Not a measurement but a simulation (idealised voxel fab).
Documented hereafter: the process module known as voxel wiring stack.
For reference, the cross-section in this document is cut, with width 225 nm and square cells of 5 nm.
Each cross-section below is a grid of square cells, stated as bands in top-down order, with one or more rows of cells making up each band.
Band: top and bottom heights (nm) first, top before bottom; then materials from left to right, widths in nm. "full width" marks a sole material filling the band edge to edge. "blank" denotes empty space.
Heads up on the height convention: 0 is the point under which the incoming wafer is all one material, and the lowest band has no bottom, it just keeps going down, like "0 down".
It should be noted that a width expressed as "30..40" varies in equal increments from row to row of cells within the band, taking the value of the first number at the top row and that of the second number at the bottom row.
Where the words "remained unchanged" appear for a step, the cross-section shows no cell changed by that step; every cell remained as before.
For the entry "Sealed internal cavities", the listed items are empty spaces with no open way to the top whose size is 8 cells or more; each item follows the pattern width x height at distance, where distance is from the left edge and all three are in nm.
Where a step's line continues beyond its settings, the continuation is a remark by the simulator itself on that step.
overlay nm: on a step with a mask, how far right of its planned place the mask lay; negative means left.

### Here's what the planned process steps look like
| 1 | RECEIVE, material Si |
| 2 | CONFORMAL_DEP, material SiO2, thk nm 10 |
| 3 | CONFORMAL_DEP, material SiN, thk nm 5 |
| 4 | DIRECTIONAL_DEP, material lowk, thk nm 15 |
| 5 | MASKED_ETCH, tone open, mask id METAL_1, width nm 20, pitch nm 35, etch materials lowk, depth nm 15, overlay nm 0 |
| 6 | MASKED_ETCH, tone open, mask id METAL_1, width nm 20, pitch nm 35, etch materials SiN, depth nm 5, overlay nm 0 |
| 7 | CONFORMAL_DEP, material TiN, thk nm 5 |
| 8 | FILL_DEP, material Ru, thk nm 5 |
| 9 | CMP, height nm 30 |
| 10 | CONFORMAL_DEP, material SiCN, thk nm 5 |
| 11 | DIRECTIONAL_DEP, material SiO2, thk nm 20 |
| 12 | MASKED_ETCH, tone open, mask id PLUG_1, width nm 15, pitch nm 35, etch materials SiO2, depth nm 20, overlay nm 0 |
| 13 | MASKED_ETCH, tone open, mask id PLUG_1, width nm 15, pitch nm 35, etch materials SiCN, depth nm 5, overlay nm 0 |
| 14 | CONFORMAL_DEP, material TiN, thk nm 5 |
| 15 | FILL_DEP, material Ru, thk nm 10 |
| 16 | CMP, height nm 55 |
| 17 | CONFORMAL_DEP, material SiCN, thk nm 5 |
| 18 | DIRECTIONAL_DEP, material lowk, thk nm 20 |
| 19 | PATTERN, tone open, mask id METAL_2, material resist, width nm 20, pitch nm 35, thk nm 20, overlay nm 0 |
| 20 | DIRECTIONAL_ETCH, etch materials lowk, depth nm 20 |
| 21 | DIRECTIONAL_ETCH, etch materials SiCN, depth nm 5 |
| 22 | STRIP, etch materials resist |
| 23 | CONFORMAL_DEP, material TiN, thk nm 5 |
| 24 | FILL_DEP, material W, thk nm 5 |
| 25 | CMP, height nm 80 |
| 26 | CONFORMAL_DEP, material SiCN, thk nm 5 |
| 27 | DIRECTIONAL_DEP, material SiO2, thk nm 15 |
| 28 | PATTERN, tone open, mask id PLUG_2, material resist, width nm 15, pitch nm 35, thk nm 20, overlay nm 0 |
| 29 | DIRECTIONAL_ETCH, etch materials SiO2, depth nm 15 |
| 30 | DIRECTIONAL_ETCH, etch materials SiCN, depth nm 5 |
| 31 | STRIP, etch materials resist |
| 32 | EPI, material Ru, thk nm 10 |
| 33 | EPI, material Ru, thk nm 10 |
| 34 | DIRECTIONAL_DEP, material TiN, thk nm 5 |
| 35 | DIRECTIONAL_DEP, material Ru, thk nm 25 |
| 36 | MASKED_ETCH, tone cover, mask id METAL_3, width nm 20, pitch nm 35, etch materials Ru, depth nm 25, overlay nm 0 |
| 37 | MASKED_ETCH, tone cover, mask id METAL_3, width nm 20, pitch nm 35, etch materials TiN, depth nm 5, overlay nm 0 |
| 38 | CONFORMAL_DEP, material SiCN, thk nm 5 |
| 39 | FILL_DEP, material lowk, thk nm 5 |
| 40 | CMP, height nm 130 |
| 41 | CONFORMAL_DEP, material SiCN, thk nm 5 |

### The first of the two wafers, which ran as planned

### as received, after step 1
0 down | Si full width
Sealed internal cavities: none

### The wafer, seen in cross-section, after step 2
10 to 0 | SiO2 full width
Below 0, the layers are the same as they were.

### The wafer, seen in cross-section, after step 3
15 to 10 | SiN full width
Below 10, the layers are the same as they were.

### The wafer, seen in cross-section, after step 4
30 to 15 | lowk full width
Below 15, the layers are the same as they were.

### The wafer, seen in cross-section, after step 5
30 to 15 | 65 lowk | 20 blank | 15 lowk | 20 blank | 15 lowk | 20 blank | 70 lowk
Below 15, the layers are the same as they were.

### The wafer, seen in cross-section, after step 6
30 to 15 | 65 lowk | 20 blank | 15 lowk | 20 blank | 15 lowk | 20 blank | 70 lowk
15 to 10 | 65 SiN | 20 blank | 15 SiN | 20 blank | 15 SiN | 20 blank | 70 SiN
Below 10, the layers are the same as they were.

### The wafer, seen in cross-section, after step 7
35 to 30 | 70 TiN | 10 blank | 25 TiN | 10 blank | 25 TiN | 10 blank | 75 TiN
30 to 15 | 65 lowk | 5 TiN | 10 blank | 5 TiN | 15 lowk | 5 TiN | 10 blank | 5 TiN | 15 lowk | 5 TiN | 10 blank | 5 TiN | 70 lowk
15 to 10 | 65 SiN | 20 TiN | 15 SiN | 20 TiN | 15 SiN | 20 TiN | 70 SiN
Below 10, the layers are the same as they were.

### The wafer, seen in cross-section, after step 8
40 to 35 | Ru full width
35 to 30 | 70 TiN | 10 Ru | 25 TiN | 10 Ru | 25 TiN | 10 Ru | 75 TiN
30 to 15 | 65 lowk | 5 TiN | 10 Ru | 5 TiN | 15 lowk | 5 TiN | 10 Ru | 5 TiN | 15 lowk | 5 TiN | 10 Ru | 5 TiN | 70 lowk
Below 15, the layers are the same as they were.

### The wafer, seen in cross-section, after step 9
30 to 15 | 65 lowk | 5 TiN | 10 Ru | 5 TiN | 15 lowk | 5 TiN | 10 Ru | 5 TiN | 15 lowk | 5 TiN | 10 Ru | 5 TiN | 70 lowk
Below 15, the layers are the same as they were.

### The wafer, seen in cross-section, after step 10
35 to 30 | SiCN full width
Below 30, the layers are the same as they were.

### The wafer, seen in cross-section, after step 11
55 to 35 | SiO2 full width
Below 35, the layers are the same as they were.

### The wafer, seen in cross-section, after step 12
55 to 35 | 65 SiO2 | 15 blank | 20 SiO2 | 15 blank | 20 SiO2 | 15 blank | 75 SiO2
Below 35, the layers are the same as they were.

### The wafer, seen in cross-section, after step 13
55 to 35 | 65 SiO2 | 15 blank | 20 SiO2 | 15 blank | 20 SiO2 | 15 blank | 75 SiO2
35 to 30 | 65 SiCN | 15 blank | 20 SiCN | 15 blank | 20 SiCN | 15 blank | 75 SiCN
Below 30, the layers are the same as they were.

### The wafer, seen in cross-section, after step 14
60 to 55 | 70 TiN | 5 blank | 30 TiN | 5 blank | 30 TiN | 5 blank | 80 TiN
55 to 35 | 65 SiO2 | 5 TiN | 5 blank | 5 TiN | 20 SiO2 | 5 TiN | 5 blank | 5 TiN | 20 SiO2 | 5 TiN | 5 blank | 5 TiN | 75 SiO2
35 to 30 | 65 SiCN | 15 TiN | 20 SiCN | 15 TiN | 20 SiCN | 15 TiN | 75 SiCN
Below 30, the layers are the same as they were.

### The wafer, seen in cross-section, after step 15
70 to 60 | Ru full width
60 to 55 | 70 TiN | 5 Ru | 30 TiN | 5 Ru | 30 TiN | 5 Ru | 80 TiN
55 to 35 | 65 SiO2 | 5 TiN | 5 Ru | 5 TiN | 20 SiO2 | 5 TiN | 5 Ru | 5 TiN | 20 SiO2 | 5 TiN | 5 Ru | 5 TiN | 75 SiO2
Below 35, the layers are the same as they were.

### The wafer, seen in cross-section, after step 16
55 to 35 | 65 SiO2 | 5 TiN | 5 Ru | 5 TiN | 20 SiO2 | 5 TiN | 5 Ru | 5 TiN | 20 SiO2 | 5 TiN | 5 Ru | 5 TiN | 75 SiO2
Below 35, the layers are the same as they were.

### The wafer, seen in cross-section, after step 17
60 to 55 | SiCN full width
Below 55, the layers are the same as they were.

### The wafer, seen in cross-section, after step 18
80 to 60 | lowk full width
Below 60, the layers are the same as they were.

### The wafer, seen in cross-section, after step 19
100 to 80 | 65 resist | 20 blank | 15 resist | 20 blank | 15 resist | 20 blank | 70 resist
Below 80, the layers are the same as they were.

### The wafer, seen in cross-section, after step 20
100 to 80 | 65 resist | 20 blank | 15 resist | 20 blank | 15 resist | 20 blank | 70 resist
80 to 60 | 65 lowk | 20 blank | 15 lowk | 20 blank | 15 lowk | 20 blank | 70 lowk
Below 60, the layers are the same as they were.

### The wafer, seen in cross-section, after step 21
100 to 80 | 65 resist | 20 blank | 15 resist | 20 blank | 15 resist | 20 blank | 70 resist
80 to 60 | 65 lowk | 20 blank | 15 lowk | 20 blank | 15 lowk | 20 blank | 70 lowk
60 to 55 | 65 SiCN | 20 blank | 15 SiCN | 20 blank | 15 SiCN | 20 blank | 70 SiCN
Below 55, the layers are the same as they were.

### The wafer, seen in cross-section, after step 22
80 to 60 | 65 lowk | 20 blank | 15 lowk | 20 blank | 15 lowk | 20 blank | 70 lowk
Below 60, the layers are the same as they were.

### The wafer, seen in cross-section, after step 23
85 to 80 | 70 TiN | 10 blank | 25 TiN | 10 blank | 25 TiN | 10 blank | 75 TiN
80 to 60 | 65 lowk | 5 TiN | 10 blank | 5 TiN | 15 lowk | 5 TiN | 10 blank | 5 TiN | 15 lowk | 5 TiN | 10 blank | 5 TiN | 70 lowk
60 to 55 | 65 SiCN | 20 TiN | 15 SiCN | 20 TiN | 15 SiCN | 20 TiN | 70 SiCN
Below 55, the layers are the same as they were.

### The wafer, seen in cross-section, after step 24
90 to 85 | W full width
85 to 80 | 70 TiN | 10 W | 25 TiN | 10 W | 25 TiN | 10 W | 75 TiN
80 to 60 | 65 lowk | 5 TiN | 10 W | 5 TiN | 15 lowk | 5 TiN | 10 W | 5 TiN | 15 lowk | 5 TiN | 10 W | 5 TiN | 70 lowk
Below 60, the layers are the same as they were.

### The wafer, seen in cross-section, after step 25
80 to 60 | 65 lowk | 5 TiN | 10 W | 5 TiN | 15 lowk | 5 TiN | 10 W | 5 TiN | 15 lowk | 5 TiN | 10 W | 5 TiN | 70 lowk
Below 60, the layers are the same as they were.

### The wafer, seen in cross-section, after step 26
85 to 80 | SiCN full width
Below 80, the layers are the same as they were.

### The wafer, seen in cross-section, after step 27
100 to 85 | SiO2 full width
Below 85, the layers are the same as they were.

### The wafer, seen in cross-section, after step 28
120 to 100 | 65 resist | 15 blank | 20 resist | 15 blank | 20 resist | 15 blank | 75 resist
Below 100, the layers are the same as they were.

### The wafer, seen in cross-section, after step 29
120 to 100 | 65 resist | 15 blank | 20 resist | 15 blank | 20 resist | 15 blank | 75 resist
100 to 85 | 65 SiO2 | 15 blank | 20 SiO2 | 15 blank | 20 SiO2 | 15 blank | 75 SiO2
Below 85, the layers are the same as they were.

### The wafer, seen in cross-section, after step 30
120 to 100 | 65 resist | 15 blank | 20 resist | 15 blank | 20 resist | 15 blank | 75 resist
100 to 85 | 65 SiO2 | 15 blank | 20 SiO2 | 15 blank | 20 SiO2 | 15 blank | 75 SiO2
85 to 80 | 65 SiCN | 15 blank | 20 SiCN | 15 blank | 20 SiCN | 15 blank | 75 SiCN
Below 80, the layers are the same as they were.

### The wafer, seen in cross-section, after step 31
100 to 85 | 65 SiO2 | 15 blank | 20 SiO2 | 15 blank | 20 SiO2 | 15 blank | 75 SiO2
Below 85, the layers are the same as they were.

### The wafer, seen in cross-section, after step 32
100 to 90 | 65 SiO2 | 15 blank | 20 SiO2 | 15 blank | 20 SiO2 | 15 blank | 75 SiO2
90 to 85 | 65 SiO2 | 15 Ru | 20 SiO2 | 15 Ru | 20 SiO2 | 15 Ru | 75 SiO2
85 to 80 | 65 SiCN | 15 Ru | 20 SiCN | 15 Ru | 20 SiCN | 15 Ru | 75 SiCN
Below 80, the layers are the same as they were.

### The wafer, seen in cross-section, after step 33
100 to 85 | 65 SiO2 | 15 Ru | 20 SiO2 | 15 Ru | 20 SiO2 | 15 Ru | 75 SiO2
Below 85, the layers are the same as they were.

### The wafer, seen in cross-section, after step 34
105 to 100 | TiN full width
Below 100, the layers are the same as they were.

### The wafer, seen in cross-section, after step 35
130 to 105 | Ru full width
Below 105, the layers are the same as they were.

### The wafer, seen in cross-section, after step 36
130 to 105 | 65 blank | 20 Ru | 15 blank | 20 Ru | 15 blank | 20 Ru | 70 blank
Below 105, the layers are the same as they were.

### The wafer, seen in cross-section, after step 37
130 to 105 | 65 blank | 20 Ru | 15 blank | 20 Ru | 15 blank | 20 Ru | 70 blank
105 to 100 | 65 blank | 20 TiN | 15 blank | 20 TiN | 15 blank | 20 TiN | 70 blank
Below 100, the layers are the same as they were.

### The wafer, seen in cross-section, after step 38
135 to 130 | 60 blank | 30 SiCN | 5 blank | 30 SiCN | 5 blank | 30 SiCN | 65 blank
130 to 105 | 60 blank | 5 SiCN | 20 Ru | 5 SiCN | 5 blank | 5 SiCN | 20 Ru | 5 SiCN | 5 blank | 5 SiCN | 20 Ru | 5 SiCN | 65 blank
105 to 100 | 65 SiCN | 20 TiN | 15 SiCN | 20 TiN | 15 SiCN | 20 TiN | 70 SiCN
Below 100, the layers are the same as they were.

### The wafer, seen in cross-section, after step 39
140 to 135 | lowk full width
135 to 130 | 60 lowk | 30 SiCN | 5 lowk | 30 SiCN | 5 lowk | 30 SiCN | 65 lowk
130 to 105 | 60 lowk | 5 SiCN | 20 Ru | 5 SiCN | 5 lowk | 5 SiCN | 20 Ru | 5 SiCN | 5 lowk | 5 SiCN | 20 Ru | 5 SiCN | 65 lowk
Below 105, the layers are the same as they were.

### The wafer, seen in cross-section, after step 40
130 to 105 | 60 lowk | 5 SiCN | 20 Ru | 5 SiCN | 5 lowk | 5 SiCN | 20 Ru | 5 SiCN | 5 lowk | 5 SiCN | 20 Ru | 5 SiCN | 65 lowk
Below 105, the layers are the same as they were.

### The wafer, seen in cross-section, after step 41
135 to 130 | SiCN full width
Below 130, the layers are the same as they were.

### Second of two: same start, same plan, one run error; steps up to and including 27 match the first

### Cross-section of the second wafer at the time step 28 of the plan should have ended
120 to 100 | 65 blank | 15 resist | 20 blank | 15 resist | 20 blank | 15 resist | 75 blank
Below 100, the layers are the same as they were.

### Cross-section of the second wafer at the time step 29 of the plan should have ended
120 to 100 | 65 blank | 15 resist | 20 blank | 15 resist | 20 blank | 15 resist | 75 blank
100 to 85 | 65 blank | 15 SiO2 | 20 blank | 15 SiO2 | 20 blank | 15 SiO2 | 75 blank
Below 85, the layers are the same as they were.

### Cross-section of the second wafer at the time step 30 of the plan should have ended
120 to 100 | 65 blank | 15 resist | 20 blank | 15 resist | 20 blank | 15 resist | 75 blank
100 to 85 | 65 blank | 15 SiO2 | 20 blank | 15 SiO2 | 20 blank | 15 SiO2 | 75 blank
85 to 80 | 65 blank | 15 SiCN | 20 blank | 15 SiCN | 20 blank | 15 SiCN | 75 blank
Below 80, the layers are the same as they were.

### Cross-section of the second wafer at the time step 31 of the plan should have ended
100 to 85 | 65 blank | 15 SiO2 | 20 blank | 15 SiO2 | 20 blank | 15 SiO2 | 75 blank
Below 85, the layers are the same as they were.

### Cross-section of the second wafer at the time step 32 of the plan should have ended
100 to 90 | 65 blank | 15 SiO2 | 20 blank | 15 SiO2 | 20 blank | 15 SiO2 | 75 blank
90 to 85 | 65 blank | 15 SiO2 | 15 Ru | 5 blank | 15 SiO2 | 15 Ru | 5 blank | 15 SiO2 | 15 Ru | 60 blank
85 to 80 | 65 blank | 15 SiCN | 15 Ru | 5 blank | 15 SiCN | 15 Ru | 5 blank | 15 SiCN | 15 Ru | 60 blank
Below 80, the layers are the same as they were.

### Cross-section of the second wafer at the time step 33 of the plan should have ended
100 to 85 | 65 blank | 15 SiO2 | 20 Ru | 15 SiO2 | 20 Ru | 15 SiO2 | 25 Ru | 50 blank
85 to 80 | 65 blank | 15 SiCN | 20 Ru | 15 SiCN | 20 Ru | 15 SiCN | 25 Ru | 50 blank
Below 80, the layers are the same as they were.

### Cross-section of the second wafer at the time step 34 of the plan should have ended
105 to 100 | 65 blank | 110 TiN | 50 blank
100 to 85 | 65 blank | 15 SiO2 | 20 Ru | 15 SiO2 | 20 Ru | 15 SiO2 | 25 Ru | 50 blank
85 to 80 | 65 TiN | 15 SiCN | 20 Ru | 15 SiCN | 20 Ru | 15 SiCN | 25 Ru | 50 TiN
Below 80, the layers are the same as they were.

### Cross-section of the second wafer at the time step 35 of the plan should have ended
130 to 110 | 65 blank | 110 Ru | 50 blank
110 to 105 | Ru full width
105 to 100 | 65 Ru | 110 TiN | 50 Ru
100 to 85 | 65 Ru | 15 SiO2 | 20 Ru | 15 SiO2 | 20 Ru | 15 SiO2 | 75 Ru
Below 85, the layers are the same as they were.

### Cross-section of the second wafer at the time step 36 of the plan should have ended
130 to 105 | 65 blank | 20 Ru | 15 blank | 20 Ru | 15 blank | 20 Ru | 70 blank
105 to 100 | 65 blank | 110 TiN | 50 blank
100 to 85 | 65 blank | 15 SiO2 | 20 Ru | 15 SiO2 | 20 Ru | 15 SiO2 | 25 Ru | 50 blank
Below 85, the layers are the same as they were.

### Cross-section of the second wafer at the time step 37 of the plan should have ended
130 to 105 | 65 blank | 20 Ru | 15 blank | 20 Ru | 15 blank | 20 Ru | 70 blank
105 to 100 | 65 blank | 20 TiN | 15 blank | 20 TiN | 15 blank | 20 TiN | 70 blank
100 to 85 | 65 blank | 15 SiO2 | 20 Ru | 15 SiO2 | 20 Ru | 15 SiO2 | 25 Ru | 50 blank
85 to 80 | 65 blank | 15 SiCN | 20 Ru | 15 SiCN | 20 Ru | 15 SiCN | 25 Ru | 50 blank
Below 80, the layers are the same as they were.

### Cross-section of the second wafer at the time step 38 of the plan should have ended
135 to 130 | 60 blank | 30 SiCN | 5 blank | 30 SiCN | 5 blank | 30 SiCN | 65 blank
130 to 105 | 60 blank | 5 SiCN | 20 Ru | 5 SiCN | 5 blank | 5 SiCN | 20 Ru | 5 SiCN | 5 blank | 5 SiCN | 20 Ru | 5 SiCN | 65 blank
105 to 100 | 60 blank | 5 SiCN | 20 TiN | 15 SiCN | 20 TiN | 15 SiCN | 20 TiN | 25 SiCN | 45 blank
100 to 85 | 60 blank | 5 SiCN | 15 SiO2 | 20 Ru | 15 SiO2 | 20 Ru | 15 SiO2 | 25 Ru | 5 SiCN | 45 blank
85 to 80 | 80 SiCN | 20 Ru | 15 SiCN | 20 Ru | 15 SiCN | 25 Ru | 50 SiCN
Below 80, the layers are the same as they were.

### Cross-section of the second wafer at the time step 39 of the plan should have ended
140 to 135 | lowk full width
135 to 130 | 60 lowk | 30 SiCN | 5 lowk | 30 SiCN | 5 lowk | 30 SiCN | 65 lowk
130 to 105 | 60 lowk | 5 SiCN | 20 Ru | 5 SiCN | 5 lowk | 5 SiCN | 20 Ru | 5 SiCN | 5 lowk | 5 SiCN | 20 Ru | 5 SiCN | 65 lowk
105 to 100 | 60 lowk | 5 SiCN | 20 TiN | 15 SiCN | 20 TiN | 15 SiCN | 20 TiN | 25 SiCN | 45 lowk
100 to 85 | 60 lowk | 5 SiCN | 15 SiO2 | 20 Ru | 15 SiO2 | 20 Ru | 15 SiO2 | 25 Ru | 5 SiCN | 45 lowk
Below 85, the layers are the same as they were.

### Cross-section of the second wafer at the time step 40 of the plan should have ended
130 to 105 | 60 lowk | 5 SiCN | 20 Ru | 5 SiCN | 5 lowk | 5 SiCN | 20 Ru | 5 SiCN | 5 lowk | 5 SiCN | 20 Ru | 5 SiCN | 65 lowk
Below 105, the layers are the same as they were.

### Cross-section of the second wafer at the time step 41 of the plan should have ended
135 to 130 | SiCN full width
Below 130, the layers are the same as they were.
What broke from the plan during processing? step 28 was processed under conditions differing from the plan, specifically as PATTERN, tone cover, mask id PLUG_2, material resist, width nm 15, pitch nm 35, thk nm 20, overlay nm 0
Final wafer comparison in cells, second versus first, more or fewer per material: 16 more of Ru; 19 fewer of SiCN; 81 fewer of SiO2; 84 more of lowk
